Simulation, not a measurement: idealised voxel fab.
The document below concerns the process module designated voxel self aligned contacts.
Square cells of 5 nm make up the cross-section cut, whose width is 225 nm.
A cross-section in this document is a grid of square cells, and it is written down as bands, the top band listed before the ones below it; a band is made up of one or more rows of cells.
Each band's line starts with the height of the band's top and of its bottom, in nm. Then come its materials from left to right, each with its width in nm. One material with "all across" fills the band from edge to edge. "blank" is empty space.
Heights are measured from 0, the level below which the as-received wafer is all one material; the lowest band has no bottom and continues downward, written as in "0 and below".
When a width is written as two numbers, as in "30..40", the first number is the width in the top row of cells of the band and the second is the width in its bottom row, and the width changes by the same amount from each row to the next.
"changes: none" -> step changed no cross-section cell.
Voids not open to the top, 8 cells minimum: see "Closed void roster". Written width x height at distance; distance is from the left edge; nm.
On a step's line, text after the settings is the simulator commenting on that step.
A step line may carry the setting "overlay nm", which, for steps involving a mask, states the distance by which the mask lay to the right of its intended position; negative values denote displacement to the left.
**So here's the lineup of process steps we planned**
1. RECEIVE | material Si
2. OXIDIZE | depth nm 5
3. DIRECTIONAL_DEP | material polySi | thk nm 30
4. DIRECTIONAL_DEP | material SiN | thk nm 20
5. PATTERN | tone cover | mask id GATE | material resist | width nm 35 | pitch nm 65 | thk nm 15 | overlay nm 0
6. DIRECTIONAL_ETCH | etch materials SiN | depth nm 20
7. DIRECTIONAL_ETCH | etch materials polySi | depth nm 30
8. STRIP | etch materials resist
9. CONFORMAL_DEP | material SiN | thk nm 5
10. DIRECTIONAL_ETCH | etch materials SiN | depth nm 5
11. FILL_DEP | material SiO2 | thk nm 15
12. CMP | height nm 60
13. DIRECTIONAL_DEP | material aC | thk nm 15
14. PATTERN | tone open | mask id CONTACT | material resist | width nm 50 | pitch nm 65 | thk nm 30 | overlay nm 0
15. DIRECTIONAL_ETCH | etch materials aC | depth nm 15
16. STRIP | etch materials resist
17. DIRECTIONAL_ETCH | etch materials SiO2 | depth nm 65
18. STRIP | etch materials aC
19. CONFORMAL_DEP | material TiN | thk nm 5
20. FILL_DEP | material W | thk nm 10
21. CMP | height nm 60
22. CONFORMAL_DEP | material SiN | thk nm 5
**Received-state cross-section, reflecting completion of step 1**
> 0 and below | Si all across
> Closed void roster: none
**End-of-module XS, first of two wafers, run as planned**
> 65 down to 60 | SiN all across
> 60 down to 50 | SiO2 55 / TiN 5..20 / W 40..10 / TiN 5..20 / SiO2 15 / TiN 5..20 / W 40..10 / TiN 5..20 / SiO2 55
> 50 down to 30 | SiO2 25 / SiN 45 / TiN 5 / W 10 / TiN 5 / SiN 45 / TiN 5 / W 10 / TiN 5 / SiN 45 / SiO2 25
> 30 down to 0 | SiO2 25 / SiN 5 / polySi 35 / SiN 5 / TiN 5 / W 10 / TiN 5 / SiN 5 / polySi 35 / SiN 5 / TiN 5 / W 10 / TiN 5 / SiN 5 / polySi 35 / SiN 5 / SiO2 25
> 0 down to -5 | SiO2 70 / TiN 20 / SiO2 45 / TiN 20 / SiO2 70
> -5 and below | Si all across
> Closed void roster: none
**Cross-section of the latter of the two wafers at module completion. It had an identical start and an identical plan to the former; in running it, one mistake was made**
> 65 down to 60 | SiN all across
> 60 down to 55 | SiO2 25 / SiN 45 / TiN 5 / W 10 / TiN 5 / SiN 45 / TiN 5 / W 10 / TiN 5 / SiN 45 / SiO2 25
> 55 down to 50 | SiO2 25 / SiN 45 / TiN 20 / SiN 45 / TiN 20 / SiN 45 / SiO2 25
> 50 down to 30 | SiN all across
> 30 down to 0 | polySi all across
> 0 down to -5 | SiO2 all across
> -5 and below | Si all across
> Closed void roster: none
The plan and the run diverged here: plan step 4 was twice executed
Wafer comparison, final, in cells, second relative to first, materials more or fewer: SiN: 90 more | SiO2: 122 fewer | TiN: 56 fewer | W: 56 fewer | polySi: 144 more
